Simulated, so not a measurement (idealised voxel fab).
voxel self aligned contacts: a process module
185 nm wide, 5 nm square cells: that's cross-section cut.
Format of a cross-section: grid, square cells. Given as bands. Order: top down. Band: one or more rows of cells. Quick guide to a band line: top height, bottom height (nm) up front; then every material left to right with its width in nm. Only one material and it's marked "edge to edge"? Then it fills the band edge to edge. And "blank" just means empty space. It should be noted that heights are counted from 0, beneath which the wafer as supplied is of one material throughout, and that the lowest band possesses no lower boundary but continues downward, as written in "z 0 and below". Read "30->40" as a graded width: first number on top, second number at the bottom, same change between each pair of neighbouring rows. When a step is marked "all unchanged", none of the cells in the cross-section changed during that step. Enclosed voids (no open way to top), threshold 8 cells or more, entry "Closed void list", notation width x height at distance, distance from left edge, nm. Where a step's line continues beyond its settings, the continuation is a remark by the simulator itself on that step. The "overlay nm" setting may appear on a step's line; for a step that uses a mask, it gives how far to the right of its planned position the mask lay, and a negative value indicates the left.

### Here's what the planned process steps look like
1,RECEIVE,material Si
2,CONFORMAL_DEP,material SiO2,thk nm 5
3,DIRECTIONAL_DEP,material polySi,thk nm 20
4,DIRECTIONAL_DEP,material SiN,thk nm 15
5,PATTERN,tone cover,mask id GATE,material resist,width nm 30,pitch nm 60,thk nm 15,overlay nm 0
6,DIRECTIONAL_ETCH,etch materials SiN,depth nm 15
7,DIRECTIONAL_ETCH,etch materials polySi,depth nm 20
8,STRIP,etch materials resist
9,CONFORMAL_DEP,material SiN,thk nm 5
10,DIRECTIONAL_ETCH,etch materials SiN,depth nm 5
11,FILL_DEP,material SiO2,thk nm 15
12,CMP,height nm 45
13,MASKED_ETCH,tone open,mask id CONTACT,width nm 40,pitch nm 60,etch materials SiO2,depth nm 45,overlay nm 0
14,CONFORMAL_DEP,material TiN,thk nm 5
15,FILL_DEP,material W,thk nm 5
16,CMP,height nm 45
17,CONFORMAL_DEP,material SiCN,thk nm 5

### Wafer, first of two, run as planned

### Cross-section of the wafer as it came to us, i.e., already through step 1
- z 0 and below: Si edge to edge
- Closed void list: none

### State of the wafer after step 2, shown in cross-section
- z 5 to 0: SiO2 edge to edge
- Heights below 0 show no change.

### State of the wafer after step 3, shown in cross-section
- z 25 to 5: polySi edge to edge
- Heights below 5 show no change.

### State of the wafer after step 4, shown in cross-section
- z 40 to 25: SiN edge to edge
- Heights below 25 show no change.

### State of the wafer after step 5, shown in cross-section
- z 55 to 40: 15 of blank, 30 of resist, 30 of blank, 30 of resist, 30 of blank, 30 of resist, 20 of blank
- Heights below 40 show no change.

### State of the wafer after step 6, shown in cross-section
- z 55 to 40: 15 of blank, 30 of resist, 30 of blank, 30 of resist, 30 of blank, 30 of resist, 20 of blank
- z 40 to 25: 15 of blank, 30 of SiN, 30 of blank, 30 of SiN, 30 of blank, 30 of SiN, 20 of blank
- Heights below 25 show no change.

### State of the wafer after step 7, shown in cross-section
- z 55 to 40: 15 of blank, 30 of resist, 30 of blank, 30 of resist, 30 of blank, 30 of resist, 20 of blank
- z 40 to 25: 15 of blank, 30 of SiN, 30 of blank, 30 of SiN, 30 of blank, 30 of SiN, 20 of blank
- z 25 to 5: 15 of blank, 30 of polySi, 30 of blank, 30 of polySi, 30 of blank, 30 of polySi, 20 of blank
- Heights below 5 show no change.

### State of the wafer after step 8, shown in cross-section
- z 40 to 25: 15 of blank, 30 of SiN, 30 of blank, 30 of SiN, 30 of blank, 30 of SiN, 20 of blank
- Heights below 25 show no change.

### State of the wafer after step 9, shown in cross-section
- z 45 to 25: 10 of blank, 40 of SiN, 20 of blank, 40 of SiN, 20 of blank, 40 of SiN, 15 of blank
- z 25 to 10: 10 of blank, 5 of SiN, 30 of polySi, 5 of SiN, 20 of blank, 5 of SiN, 30 of polySi, 5 of SiN, 20 of blank, 5 of SiN, 30 of polySi, 5 of SiN, 15 of blank
- z 10 to 5: 15 of SiN, 30 of polySi, 30 of SiN, 30 of polySi, 30 of SiN, 30 of polySi, 20 of SiN
- Heights below 5 show no change.

### State of the wafer after step 10, shown in cross-section
- z 40 to 25: 10 of blank, 40 of SiN, 20 of blank, 40 of SiN, 20 of blank, 40 of SiN, 15 of blank
- z 25 to 5: 10 of blank, 5 of SiN, 30 of polySi, 5 of SiN, 20 of blank, 5 of SiN, 30 of polySi, 5 of SiN, 20 of blank, 5 of SiN, 30 of polySi, 5 of SiN, 15 of blank
- Heights below 5 show no change.

### State of the wafer after step 11, shown in cross-section
- z 55 to 40: SiO2 edge to edge
- z 40 to 25: 10 of SiO2, 40 of SiN, 20 of SiO2, 40 of SiN, 20 of SiO2, 40 of SiN, 15 of SiO2
- z 25 to 5: 10 of SiO2, 5 of SiN, 30 of polySi, 5 of SiN, 20 of SiO2, 5 of SiN, 30 of polySi, 5 of SiN, 20 of SiO2, 5 of SiN, 30 of polySi, 5 of SiN, 15 of SiO2
- Heights below 5 show no change.

### State of the wafer after step 12, shown in cross-section
- z 45 to 40: SiO2 edge to edge
- Heights below 40 show no change.

### State of the wafer after step 13, shown in cross-section
- z 45 to 40: 40 of SiO2, 40 of blank, 20 of SiO2, 40 of blank, 45 of SiO2
- z 40 to 25: 10 of SiO2, 40 of SiN, 20 of blank, 40 of SiN, 20 of blank, 40 of SiN, 15 of SiO2
- z 25 to 5: 10 of SiO2, 5 of SiN, 30 of polySi, 5 of SiN, 20 of blank, 5 of SiN, 30 of polySi, 5 of SiN, 20 of blank, 5 of SiN, 30 of polySi, 5 of SiN, 15 of SiO2
- z 5 to 0: 50 of SiO2, 20 of blank, 40 of SiO2, 20 of blank, 55 of SiO2
- Heights below 0 show no change.

### State of the wafer after step 14, shown in cross-section
- z 50 to 45: 45 of TiN, 30 of blank, 30 of TiN, 30 of blank, 50 of TiN
- z 45 to 40: 40 of SiO2, 15 of TiN, 10 of blank, 15 of TiN, 20 of SiO2, 15 of TiN, 10 of blank, 15 of TiN, 45 of SiO2
- z 40 to 25: 10 of SiO2, 40 of SiN, 5 of TiN, 10 of blank, 5 of TiN, 40 of SiN, 5 of TiN, 10 of blank, 5 of TiN, 40 of SiN, 15 of SiO2
- z 25 to 5: 10 of SiO2, 5 of SiN, 30 of polySi, 5 of SiN, 5 of TiN, 10 of blank, 5 of TiN, 5 of SiN, 30 of polySi, 5 of SiN, 5 of TiN, 10 of blank, 5 of TiN, 5 of SiN, 30 of polySi, 5 of SiN, 15 of SiO2
- z 5 to 0: 50 of SiO2, 20 of TiN, 40 of SiO2, 20 of TiN, 55 of SiO2
- Heights below 0 show no change.

### State of the wafer after step 15, shown in cross-section
- z 55 to 50: W edge to edge
- z 50 to 45: 45 of TiN, 30 of W, 30 of TiN, 30 of W, 50 of TiN
- z 45 to 40: 40 of SiO2, 15 of TiN, 10 of W, 15 of TiN, 20 of SiO2, 15 of TiN, 10 of W, 15 of TiN, 45 of SiO2
- z 40 to 25: 10 of SiO2, 40 of SiN, 5 of TiN, 10 of W, 5 of TiN, 40 of SiN, 5 of TiN, 10 of W, 5 of TiN, 40 of SiN, 15 of SiO2
- z 25 to 5: 10 of SiO2, 5 of SiN, 30 of polySi, 5 of SiN, 5 of TiN, 10 of W, 5 of TiN, 5 of SiN, 30 of polySi, 5 of SiN, 5 of TiN, 10 of W, 5 of TiN, 5 of SiN, 30 of polySi, 5 of SiN, 15 of SiO2
- Heights below 5 show no change.

### State of the wafer after step 16, shown in cross-section
- z 45 to 40: 40 of SiO2, 15 of TiN, 10 of W, 15 of TiN, 20 of SiO2, 15 of TiN, 10 of W, 15 of TiN, 45 of SiO2
- Heights below 40 show no change.

### State of the wafer after step 17, shown in cross-section
- z 50 to 45: SiCN edge to edge
- Heights below 45 show no change.

### Second wafer, same starting conditions and recipe as the first, one mistake in executing it, nothing differs from the first up to and including step 8

### Second wafer, section view, time point: scheduled end of step 9
- z 35 to 25: 15 of blank, 30 of SiN, 30 of blank, 30 of SiN, 30 of blank, 30 of SiN, 20 of blank
- Heights below 25 show no change.

### Second wafer, section view, time point: scheduled end of step 10
- z 40 to 25: 10 of blank, 40 of SiN, 20 of blank, 40 of SiN, 20 of blank, 40 of SiN, 15 of blank
- z 25 to 10: 10 of blank, 5 of SiN, 30 of polySi, 5 of SiN, 20 of blank, 5 of SiN, 30 of polySi, 5 of SiN, 20 of blank, 5 of SiN, 30 of polySi, 5 of SiN, 15 of blank
- z 10 to 5: 15 of SiN, 30 of polySi, 30 of SiN, 30 of polySi, 30 of SiN, 30 of polySi, 20 of SiN
- Heights below 5 show no change.

### Second wafer, section view, time point: scheduled end of step 11
- z 55 to 40: SiO2 edge to edge
- z 40 to 25: 10 of SiO2, 40 of SiN, 20 of SiO2, 40 of SiN, 20 of SiO2, 40 of SiN, 15 of SiO2
- z 25 to 10: 10 of SiO2, 5 of SiN, 30 of polySi, 5 of SiN, 20 of SiO2, 5 of SiN, 30 of polySi, 5 of SiN, 20 of SiO2, 5 of SiN, 30 of polySi, 5 of SiN, 15 of SiO2
- Heights below 10 show no change.

### Second wafer, section view, time point: scheduled end of step 12
- z 45 to 40: SiO2 edge to edge
- Heights below 40 show no change.

### Second wafer, section view, time point: scheduled end of step 13
- z 45 to 40: 40 of SiO2, 40 of blank, 20 of SiO2, 40 of blank, 45 of SiO2
- z 40 to 25: 10 of SiO2, 40 of SiN, 20 of blank, 40 of SiN, 20 of blank, 40 of SiN, 15 of SiO2
- z 25 to 10: 10 of SiO2, 5 of SiN, 30 of polySi, 5 of SiN, 20 of blank, 5 of SiN, 30 of polySi, 5 of SiN, 20 of blank, 5 of SiN, 30 of polySi, 5 of SiN, 15 of SiO2
- Heights below 10 show no change.

### Second wafer, section view, time point: scheduled end of step 14
- z 50 to 45: 45 of TiN, 30 of blank, 30 of TiN, 30 of blank, 50 of TiN
- z 45 to 40: 40 of SiO2, 15 of TiN, 10 of blank, 15 of TiN, 20 of SiO2, 15 of TiN, 10 of blank, 15 of TiN, 45 of SiO2
- z 40 to 25: 10 of SiO2, 40 of SiN, 5 of TiN, 10 of blank, 5 of TiN, 40 of SiN, 5 of TiN, 10 of blank, 5 of TiN, 40 of SiN, 15 of SiO2
- z 25 to 15: 10 of SiO2, 5 of SiN, 30 of polySi, 5 of SiN, 5 of TiN, 10 of blank, 5 of TiN, 5 of SiN, 30 of polySi, 5 of SiN, 5 of TiN, 10 of blank, 5 of TiN, 5 of SiN, 30 of polySi, 5 of SiN, 15 of SiO2
- z 15 to 10: 10 of SiO2, 5 of SiN, 30 of polySi, 5 of SiN, 20 of TiN, 5 of SiN, 30 of polySi, 5 of SiN, 20 of TiN, 5 of SiN, 30 of polySi, 5 of SiN, 15 of SiO2
- Heights below 10 show no change.

### Second wafer, section view, time point: scheduled end of step 15
- z 55 to 50: W edge to edge
- z 50 to 45: 45 of TiN, 30 of W, 30 of TiN, 30 of W, 50 of TiN
- z 45 to 40: 40 of SiO2, 15 of TiN, 10 of W, 15 of TiN, 20 of SiO2, 15 of TiN, 10 of W, 15 of TiN, 45 of SiO2
- z 40 to 25: 10 of SiO2, 40 of SiN, 5 of TiN, 10 of W, 5 of TiN, 40 of SiN, 5 of TiN, 10 of W, 5 of TiN, 40 of SiN, 15 of SiO2
- z 25 to 15: 10 of SiO2, 5 of SiN, 30 of polySi, 5 of SiN, 5 of TiN, 10 of W, 5 of TiN, 5 of SiN, 30 of polySi, 5 of SiN, 5 of TiN, 10 of W, 5 of TiN, 5 of SiN, 30 of polySi, 5 of SiN, 15 of SiO2
- Heights below 15 show no change.

### Second wafer, section view, time point: scheduled end of step 16
- z 45 to 40: 40 of SiO2, 15 of TiN, 10 of W, 15 of TiN, 20 of SiO2, 15 of TiN, 10 of W, 15 of TiN, 45 of SiO2
- Heights below 40 show no change.

### Second wafer, section view, time point: scheduled end of step 17
- z 50 to 45: SiCN edge to edge
- Heights below 45 show no change.
Finding, execution versus plan: steps 9 and 10 of the plan were each performed in the slot designated for the other
Bottom line after processing is that, in cells, the second wafer is up or down on some materials versus the first: +13 SiN; +3 SiO2; -8 TiN; -8 W
